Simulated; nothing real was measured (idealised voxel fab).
process module | voxel tone inversion
cross-section cut | 250 nm wide | cells 5 nm
A cross-section is a grid of square cells, given in bands from the top down. A band is one or more rows of cells.
Each band's line starts with the height of the band's top and of its bottom, in nm. Then come its materials from left to right, each with its width in nm. One material with "throughout" fills the band from edge to edge. "air" is empty space.
Height 0 is the level under which the wafer as received is all one material. The lowest band goes on downwards, as in "0 down".
A width such as "30 to 40" changes by the same amount from each row of cells to the next, from the band's top row to its bottom row.
"no change" after a step means that no cell of the cross-section changed.
closed voids: empty space of 8 cells or more with no open way to the top, each as width x height at its distance from the left edge, in nm
after a step's settings: what the simulator itself notes on the step
overlay nm, on a step with a mask: how far to the right of its planned place the mask lay; to the left if negative
plan
1 op RECEIVE | material Si
2 op CONFORMAL_DEP | material SiN | thk nm 5
3 op DIRECTIONAL_DEP | material aC | thk nm 20
4 op PATTERN | tone cover | mask id POSTS | material resist | width nm 20 | pitch nm 45 | thk nm 30 | overlay nm 0
5 op DIRECTIONAL_ETCH | etch materials aC | depth nm 20
6 op STRIP | etch materials resist
7 op FILL_DEP | material SiO2 | thk nm 5
8 op CMP | height nm 25
9 op STRIP | etch materials aC
10 op CONFORMAL_DEP | material TiN | thk nm 5
11 op FILL_DEP | material W | thk nm 5
12 op CMP | height nm 25
13 op CONFORMAL_DEP | material SiCN | thk nm 5
as received, after step 1
  0 down: Si throughout
  closed voids: none
first wafer at the end, as planned
  30 to 25: SiCN throughout
  25 to 10: SiO2 90 | TiN 5 | W 10 | TiN 5 | SiO2 25 | TiN 5 | W 10 | TiN 5 | SiO2 95
  10 to 5: SiO2 90 | TiN 20 | SiO2 25 | TiN 20 | SiO2 95
  5 to 0: SiN throughout
  0 down: Si throughout
  closed voids: none
second wafer at the end: like start, like plan, one mistake
  30 to 25: SiCN throughout
  25 to 10: SiO2 95 | TiN 5 | W 10 | TiN 5 | SiO2 25 | TiN 5 | W 10 | TiN 5 | SiO2 90
  10 to 5: SiO2 95 | TiN 20 | SiO2 25 | TiN 20 | SiO2 90
  5 to 0: SiN throughout
  0 down: Si throughout
  closed voids: none
what went wrong: step 4 ran as: op PATTERN | tone cover | mask id POSTS | material resist | width nm 20 | pitch nm 45 | thk nm 30 | overlay nm 5
at the end the second wafer has, in cells: as many of each material as the first, in other places
